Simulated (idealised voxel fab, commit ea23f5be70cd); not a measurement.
process module | voxel transistor to metal
cross-section cut | 165 nm wide | cells 5 nm
A cross-section is a grid of square cells, given in bands from the top down. A band is one or more rows of cells.
Each band's line starts with the height of the band's top and of its bottom, in nm. Then come its materials from left to right, each with its width in nm. One material with "throughout" fills the band from edge to edge. "air" is empty space.
Height 0 is the level under which the wafer as received is all one material. The lowest band goes on downwards, as in "0 down".
A width such as "30 to 40" changes by the same amount from each row of cells to the next, from the band's top row to its bottom row.
"no change" after a step means that no cell of the cross-section changed.
closed voids: empty space of 8 cells or more with no open way to the top, each as width x height at its distance from the left edge, in nm
after a step's settings: what the simulator itself notes on the step
overlay nm, on a step with a mask: how far to the right of its planned place the mask lay; to the left if negative
plan
1 op RECEIVE | material Si
2 op OXIDIZE | depth nm 5
3 op CONFORMAL_DEP | material SiN | thk nm 15
4 op DIRECTIONAL_DEP | material aC | thk nm 10
5 op PATTERN | tone cover | mask id ACTIVE | material resist | width nm 115 | thk nm 30 | overlay nm 0
6 op DIRECTIONAL_ETCH | etch materials aC | depth nm 10
7 op STRIP | etch materials resist
8 op DIRECTIONAL_ETCH | etch materials SiN | depth nm 15
9 op DIRECTIONAL_ETCH | etch materials SiO2 | depth nm 5
10 op DIRECTIONAL_ETCH | etch materials Si | depth nm 20
11 op STRIP | etch materials aC
12 op OXIDIZE | depth nm 5
13 op FILL_DEP | material SiO2 | thk nm 15
14 op CMP | height nm 15
15 op SELECTIVE_ETCH | etch materials SiO2 | depth nm 10
16 op STRIP | etch materials SiN
17 op SELECTIVE_ETCH | etch materials SiO2 | depth nm 5
18 op OXIDIZE | depth nm 5
19 op DIRECTIONAL_DEP | material polySi | thk nm 20
20 op DIRECTIONAL_DEP | material SiCN | thk nm 15
21 op MASKED_ETCH | tone cover | mask id GATE | width nm 25 | etch materials SiCN | depth nm 25 | overlay nm 0
22 op MASKED_ETCH | tone cover | mask id GATE | width nm 25 | etch materials polySi | depth nm 30 | overlay nm 0
23 op CONFORMAL_DEP | material SiO2 | thk nm 5
24 op DIRECTIONAL_ETCH | etch materials SiO2 | depth nm 5
25 op CONFORMAL_DEP | material SiN | thk nm 5
26 op DIRECTIONAL_ETCH | etch materials SiN | depth nm 5
27 op DIRECTIONAL_ETCH | etch materials SiO2 | depth nm 5
28 op DIRECTIONAL_ETCH | etch materials Si | depth nm 5
29 op EPI | material SiGe | thk nm 10
30 op FILL_DEP | material SiO2 | thk nm 5
31 op CMP | height nm 15
32 op STRIP | etch materials polySi
33 op SELECTIVE_ETCH | etch materials SiO2 | depth nm 5
34 op CONFORMAL_DEP | material HfO2 | thk nm 5
35 op CONFORMAL_DEP | material TiN | thk nm 5
36 op FILL_DEP | material W | thk nm 5
37 op CMP | height nm 10
38 op DIRECTIONAL_DEP | material SiO2 | thk nm 15
39 op PATTERN | tone open | mask id CONTACT | material resist | width nm 15 | pitch nm 80 | thk nm 15 | overlay nm 0
40 op DIRECTIONAL_ETCH | etch materials SiO2 | depth nm 30
41 op STRIP | etch materials resist
42 op CONFORMAL_DEP | material TiN | thk nm 5
43 op FILL_DEP | material Ru | thk nm 5
44 op CMP | height nm 25
45 op DIRECTIONAL_DEP | material TiN | thk nm 5
46 op DIRECTIONAL_DEP | material Ru | thk nm 15
47 op MASKED_ETCH | tone cover | mask id METAL_1 | width nm 15 | pitch nm 80 | etch materials Ru | depth nm 15 | overlay nm 0
48 op MASKED_ETCH | tone cover | mask id METAL_1 | width nm 15 | pitch nm 80 | etch materials TiN | depth nm 5 | overlay nm 0
49 op CONFORMAL_DEP | material SiN | thk nm 5
50 op FILL_DEP | material SiO2 | thk nm 5
51 op CMP | height nm 45
52 op CONFORMAL_DEP | material SiCN | thk nm 5
53 op DIRECTIONAL_DEP | material SiO2 | thk nm 35
54 op PATTERN | tone open | mask id METAL_2 | material resist | width nm 15 | pitch nm 80 | thk nm 20 | overlay nm 0
55 op DIRECTIONAL_ETCH | etch materials SiO2 | depth nm 20
56 op STRIP | etch materials resist
57 op PATTERN | tone open | mask id METAL_2_HOLES | material resist | width nm 15 | pitch nm 80 | thk nm 15 | overlay nm 0
58 op DIRECTIONAL_ETCH | etch materials SiO2 | depth nm 15
59 op DIRECTIONAL_ETCH | etch materials SiCN | depth nm 5
60 op STRIP | etch materials resist
61 op CONFORMAL_DEP | material TiN | thk nm 5
62 op FILL_DEP | material Cu | thk nm 5
63 op CMP | height nm 85
64 op CONFORMAL_DEP | material SiCN | thk nm 5
as received, after step 1
  0 down: Si throughout
  closed voids: none
first wafer at the end, as planned
  90 to 85: SiCN throughout
  85 to 50: SiO2 35 | TiN 5 | Cu 5 | TiN 5 | SiO2 65 | TiN 5 | Cu 5 | TiN 5 | SiO2 35
  50 to 45: SiCN 35 | TiN 15 | SiCN 65 | TiN 15 | SiCN 35
  45 to 30: SiO2 30 | SiN 5 | Ru 15 | SiN 5 | SiO2 55 | SiN 5 | Ru 15 | SiN 5 | SiO2 30
  30 to 25: SiN 35 | TiN 15 | SiN 65 | TiN 15 | SiN 35
  25 to 10: SiO2 35 | TiN 5 | Ru 5 | TiN 5 | SiO2 65 | TiN 5 | Ru 5 | TiN 5 | SiO2 35
  10 to 0: SiO2 35 | TiN 5 | Ru 5 | TiN 5 | SiO2 10 | SiN 5 | HfO2 5 | TiN 5 | W 15 | TiN 5 | HfO2 5 | SiN 5 | SiO2 10 | TiN 5 | Ru 5 | TiN 5 | SiO2 35
  0 to -5: SiO2 25 | SiN 5 | SiO2 5 | TiN 15 | SiGe 10 | SiN 5 | HfO2 5 | TiN 25 | HfO2 5 | SiN 5 | SiGe 10 | TiN 15 | SiO2 5 | SiN 5 | SiO2 25
  -5 to -10: SiO2 30 | SiGe 30 | SiO2 5 | HfO2 35 | SiO2 5 | SiGe 30 | SiO2 30
  -10 to -15: SiO2 30 | SiGe 30 | Si 45 | SiGe 30 | SiO2 30
  -15 to -30: SiO2 30 | Si 105 | SiO2 30
  -30 down: Si throughout
  closed voids: none
second wafer at the end: like start, like plan, one mistake
  90 to 85: SiCN throughout
  85 to 50: SiO2 35 | TiN 5 | Cu 5 | TiN 5 | SiO2 65 | TiN 5 | Cu 5 | TiN 5 | SiO2 35
  50 to 45: SiCN 35 | TiN 15 | SiCN 65 | TiN 15 | SiCN 35
  45 to 30: SiO2 30 | SiN 5 | Ru 15 | SiN 5 | SiO2 55 | SiN 5 | Ru 15 | SiN 5 | SiO2 30
  30 to 25: SiN 35 | TiN 15 | SiN 65 | TiN 15 | SiN 35
  25 to 10: SiO2 35 | TiN 5 | Ru 5 | TiN 5 | SiO2 65 | TiN 5 | Ru 5 | TiN 5 | SiO2 35
  10 to 0: SiO2 35 | TiN 5 | Ru 5 | TiN 5 | SiO2 10 | SiN 5 | HfO2 5 | TiN 5 | W 15 | TiN 5 | HfO2 5 | SiN 5 | SiO2 10 | TiN 5 | Ru 5 | TiN 5 | SiO2 35
  0 to -5: SiO2 15 | SiN 5 | SiO2 15 | TiN 15 | SiGe 10 | SiN 5 | HfO2 5 | TiN 25 | HfO2 5 | SiN 5 | SiGe 10 | TiN 15 | SiO2 15 | SiN 5 | SiO2 15
  -5 to -10: SiO2 15 | SiN 10 | SiO2 5 | SiGe 30 | SiO2 5 | HfO2 35 | SiO2 5 | SiGe 30 | SiO2 5 | SiN 10 | SiO2 15
  -10 to -15: SiO2 15 | SiN 10 | SiO2 10 | SiGe 25 | Si 45 | SiGe 25 | SiO2 10 | SiN 10 | SiO2 15
  -15 to -20: SiO2 35 | Si 95 | SiO2 35
  -20 to -30: SiO2 30 | Si 105 | SiO2 30
  -30 down: Si throughout
  closed voids: none
what went wrong: steps 15 and 16 were swapped
at the end the second wafer has, in cells: 2 fewer of Si | 2 fewer of SiGe | 8 more of SiN | 4 fewer of SiO2
